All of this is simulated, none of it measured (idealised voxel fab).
Name of the process module below: voxel trench capacitor
Section cut is 165 nm wide and gridded with 5 nm square cells.
Cross-sections here: square-cell grids, written as top-down lists of bands, a band being one or more rows of cells.
The entry gives the band's vertical extent as a top height and a bottom height in nm, then its horizontal make-up as materials from left to right, each with a width in nm. "blank" stands for empty space; a single material marked "throughout" fills the band edge to edge.
For the purposes of this specification, 0 denotes the height below which the wafer in its as-received condition is composed wholly of one material, and the lowermost band, lacking a lower limit, extends downward without end, as expressed in "0 down".
So if you see something like "30 to 40" for the width, read it as the top row of the band sitting at the first number and the bottom row at the second, with every row in between moving by the same amount as the last.
Where a step carries "identical to before", the cross-section came out of it unchanged, cell for cell.
Look at "Fully sealed cavities" for the closed voids: empty spaces with no open path to the top, sized 8 cells or up. Each is width x height at distance, distance from the left edge, all nm.
Where a step's line continues beyond its settings, the continuation is a remark by the simulator itself on that step.
"overlay nm" answers the question of how far to the right of plan the mask lay on a step that has a mask, and when it is negative the answer is to the left.
## Set out below are the planned steps of the process
1: RECEIVE,material Si
2: CONFORMAL_DEP,material SiN,thk nm 10
3: DIRECTIONAL_DEP,material aC,thk nm 10
4: PATTERN,tone open,mask id TRENCH,material resist,width nm 25,pitch nm 50,thk nm 30,overlay nm 0
5: DIRECTIONAL_ETCH,etch materials aC,depth nm 10
6: STRIP,etch materials resist
7: DIRECTIONAL_ETCH,etch materials SiN,depth nm 10
8: DIRECTIONAL_ETCH,etch materials Si,depth nm 30
9: STRIP,etch materials aC
10: CONFORMAL_DEP,material HfO2,thk nm 5
11: CONFORMAL_DEP,material TiN,thk nm 5
12: FILL_DEP,material W,thk nm 5
13: CMP,height nm 10
## The following pertains to the first of two wafers, which was processed as planned
## Wafer as received: cross-section following step 1
* 0 down: Si throughout
* Fully sealed cavities: none
## Step 2 done - wafer cross-section
* 10 to 0: SiN throughout
* Lower than 0, everything is as it was.
## Step 3 done - wafer cross-section
* 20 to 10: aC throughout
* Lower than 10, everything is as it was.
## Step 4 done - wafer cross-section
* 50 to 20: 45 of resist; 25 of blank; 25 of resist; 25 of blank; 45 of resist
* Lower than 20, everything is as it was.
## Step 5 done - wafer cross-section
* 40 to 20: 45 of resist; 25 of blank; 25 of resist; 25 of blank; 45 of resist
* 20 to 10: 45 of aC; 25 of blank; 25 of aC; 25 of blank; 45 of aC
* Lower than 10, everything is as it was.
## Step 6 done - wafer cross-section
* 20 to 10: 45 of aC; 25 of blank; 25 of aC; 25 of blank; 45 of aC
* Lower than 10, everything is as it was.
## Step 7 done - wafer cross-section
* 20 to 10: 45 of aC; 25 of blank; 25 of aC; 25 of blank; 45 of aC
* 10 to 0: 45 of SiN; 25 of blank; 25 of SiN; 25 of blank; 45 of SiN
* Lower than 0, everything is as it was.
## Step 8 done - wafer cross-section
* 20 to 10: 45 of aC; 25 of blank; 25 of aC; 25 of blank; 45 of aC
* 10 to 0: 45 of SiN; 25 of blank; 25 of SiN; 25 of blank; 45 of SiN
* 0 to -30: 45 of Si; 25 of blank; 25 of Si; 25 of blank; 45 of Si
* Lower than -30, everything is as it was.
## Step 9 done - wafer cross-section
* 10 to 0: 45 of SiN; 25 of blank; 25 of SiN; 25 of blank; 45 of SiN
* Lower than 0, everything is as it was.
## Step 10 done - wafer cross-section
* 15 to 10: 50 of HfO2; 15 of blank; 35 of HfO2; 15 of blank; 50 of HfO2
* 10 to 0: 45 of SiN; 5 of HfO2; 15 of blank; 5 of HfO2; 25 of SiN; 5 of HfO2; 15 of blank; 5 of HfO2; 45 of SiN
* 0 to -25: 45 of Si; 5 of HfO2; 15 of blank; 5 of HfO2; 25 of Si; 5 of HfO2; 15 of blank; 5 of HfO2; 45 of Si
* -25 to -30: 45 of Si; 25 of HfO2; 25 of Si; 25 of HfO2; 45 of Si
* Lower than -30, everything is as it was.
## Step 11 done - wafer cross-section
* 20 to 15: 55 of TiN; 5 of blank; 45 of TiN; 5 of blank; 55 of TiN
* 15 to 10: 50 of HfO2; 5 of TiN; 5 of blank; 5 of TiN; 35 of HfO2; 5 of TiN; 5 of blank; 5 of TiN; 50 of HfO2
* 10 to 0: 45 of SiN; 5 of HfO2; 5 of TiN; 5 of blank; 5 of TiN; 5 of HfO2; 25 of SiN; 5 of HfO2; 5 of TiN; 5 of blank; 5 of TiN; 5 of HfO2; 45 of SiN
* 0 to -20: 45 of Si; 5 of HfO2; 5 of TiN; 5 of blank; 5 of TiN; 5 of HfO2; 25 of Si; 5 of HfO2; 5 of TiN; 5 of blank; 5 of TiN; 5 of HfO2; 45 of Si
* -20 to -25: 45 of Si; 5 of HfO2; 15 of TiN; 5 of HfO2; 25 of Si; 5 of HfO2; 15 of TiN; 5 of HfO2; 45 of Si
* Lower than -25, everything is as it was.
## Step 12 done - wafer cross-section
* 25 to 20: W throughout
* 20 to 15: 55 of TiN; 5 of W; 45 of TiN; 5 of W; 55 of TiN
* 15 to 10: 50 of HfO2; 5 of TiN; 5 of W; 5 of TiN; 35 of HfO2; 5 of TiN; 5 of W; 5 of TiN; 50 of HfO2
* 10 to 0: 45 of SiN; 5 of HfO2; 5 of TiN; 5 of W; 5 of TiN; 5 of HfO2; 25 of SiN; 5 of HfO2; 5 of TiN; 5 of W; 5 of TiN; 5 of HfO2; 45 of SiN
* 0 to -20: 45 of Si; 5 of HfO2; 5 of TiN; 5 of W; 5 of TiN; 5 of HfO2; 25 of Si; 5 of HfO2; 5 of TiN; 5 of W; 5 of TiN; 5 of HfO2; 45 of Si
* Lower than -20, everything is as it was.
## Step 13 done - wafer cross-section
* 10 to 0: 45 of SiN; 5 of HfO2; 5 of TiN; 5 of W; 5 of TiN; 5 of HfO2; 25 of SiN; 5 of HfO2; 5 of TiN; 5 of W; 5 of TiN; 5 of HfO2; 45 of SiN
* Lower than 0, everything is as it was.
## For the second wafer, take the first wafer's start and plan, then add one mistake made in running it; everything through step 1, that step included, is shared with the first
## Cross-section of the second wafer at the time step 2 of the plan should have ended
* 5 to 0: SiN throughout
* Lower than 0, everything is as it was.
## Cross-section of the second wafer at the time step 3 of the plan should have ended
* 15 to 5: aC throughout
* Lower than 5, everything is as it was.
## Cross-section of the second wafer at the time step 4 of the plan should have ended
* 45 to 15: 45 of resist; 25 of blank; 25 of resist; 25 of blank; 45 of resist
* Lower than 15, everything is as it was.
## Cross-section of the second wafer at the time step 5 of the plan should have ended
* 35 to 15: 45 of resist; 25 of blank; 25 of resist; 25 of blank; 45 of resist
* 15 to 5: 45 of aC; 25 of blank; 25 of aC; 25 of blank; 45 of aC
* Lower than 5, everything is as it was.
## Cross-section of the second wafer at the time step 6 of the plan should have ended
* 15 to 5: 45 of aC; 25 of blank; 25 of aC; 25 of blank; 45 of aC
* Lower than 5, everything is as it was.
## Cross-section of the second wafer at the time step 7 of the plan should have ended
* 15 to 5: 45 of aC; 25 of blank; 25 of aC; 25 of blank; 45 of aC
* 5 to 0: 45 of SiN; 25 of blank; 25 of SiN; 25 of blank; 45 of SiN
* Lower than 0, everything is as it was.
## Cross-section of the second wafer at the time step 8 of the plan should have ended
* 15 to 5: 45 of aC; 25 of blank; 25 of aC; 25 of blank; 45 of aC
* 5 to 0: 45 of SiN; 25 of blank; 25 of SiN; 25 of blank; 45 of SiN
* 0 to -30: 45 of Si; 25 of blank; 25 of Si; 25 of blank; 45 of Si
* Lower than -30, everything is as it was.
## Cross-section of the second wafer at the time step 9 of the plan should have ended
* 5 to 0: 45 of SiN; 25 of blank; 25 of SiN; 25 of blank; 45 of SiN
* Lower than 0, everything is as it was.
## Cross-section of the second wafer at the time step 10 of the plan should have ended
* 10 to 5: 50 of HfO2; 15 of blank; 35 of HfO2; 15 of blank; 50 of HfO2
* 5 to 0: 45 of SiN; 5 of HfO2; 15 of blank; 5 of HfO2; 25 of SiN; 5 of HfO2; 15 of blank; 5 of HfO2; 45 of SiN
* 0 to -25: 45 of Si; 5 of HfO2; 15 of blank; 5 of HfO2; 25 of Si; 5 of HfO2; 15 of blank; 5 of HfO2; 45 of Si
* -25 to -30: 45 of Si; 25 of HfO2; 25 of Si; 25 of HfO2; 45 of Si
* Lower than -30, everything is as it was.
## Cross-section of the second wafer at the time step 11 of the plan should have ended
* 15 to 10: 55 of TiN; 5 of blank; 45 of TiN; 5 of blank; 55 of TiN
* 10 to 5: 50 of HfO2; 5 of TiN; 5 of blank; 5 of TiN; 35 of HfO2; 5 of TiN; 5 of blank; 5 of TiN; 50 of HfO2
* 5 to 0: 45 of SiN; 5 of HfO2; 5 of TiN; 5 of blank; 5 of TiN; 5 of HfO2; 25 of SiN; 5 of HfO2; 5 of TiN; 5 of blank; 5 of TiN; 5 of HfO2; 45 of SiN
* 0 to -20: 45 of Si; 5 of HfO2; 5 of TiN; 5 of blank; 5 of TiN; 5 of HfO2; 25 of Si; 5 of HfO2; 5 of TiN; 5 of blank; 5 of TiN; 5 of HfO2; 45 of Si
* -20 to -25: 45 of Si; 5 of HfO2; 15 of TiN; 5 of HfO2; 25 of Si; 5 of HfO2; 15 of TiN; 5 of HfO2; 45 of Si
* Lower than -25, everything is as it was.
## Cross-section of the second wafer at the time step 12 of the plan should have ended
* 20 to 15: W throughout
* 15 to 10: 55 of TiN; 5 of W; 45 of TiN; 5 of W; 55 of TiN
* 10 to 5: 50 of HfO2; 5 of TiN; 5 of W; 5 of TiN; 35 of HfO2; 5 of TiN; 5 of W; 5 of TiN; 50 of HfO2
* 5 to 0: 45 of SiN; 5 of HfO2; 5 of TiN; 5 of W; 5 of TiN; 5 of HfO2; 25 of SiN; 5 of HfO2; 5 of TiN; 5 of W; 5 of TiN; 5 of HfO2; 45 of SiN
* 0 to -20: 45 of Si; 5 of HfO2; 5 of TiN; 5 of W; 5 of TiN; 5 of HfO2; 25 of Si; 5 of HfO2; 5 of TiN; 5 of W; 5 of TiN; 5 of HfO2; 45 of Si
* Lower than -20, everything is as it was.
## Cross-section of the second wafer at the time step 13 of the plan should have ended
* 10 to 5: 50 of HfO2; 5 of TiN; 5 of W; 5 of TiN; 35 of HfO2; 5 of TiN; 5 of W; 5 of TiN; 50 of HfO2
* Lower than 5, everything is as it was.
Heads up, the wafer didn't run the way we planned it: step 2 was run on a setting that differed from the plan, and what really ran there is CONFORMAL_DEP,material SiN,thk nm 5
In the final state, the cell counts of the second wafer exceed or fall short of those of the first for the following materials: HfO2 +23 | SiN -23
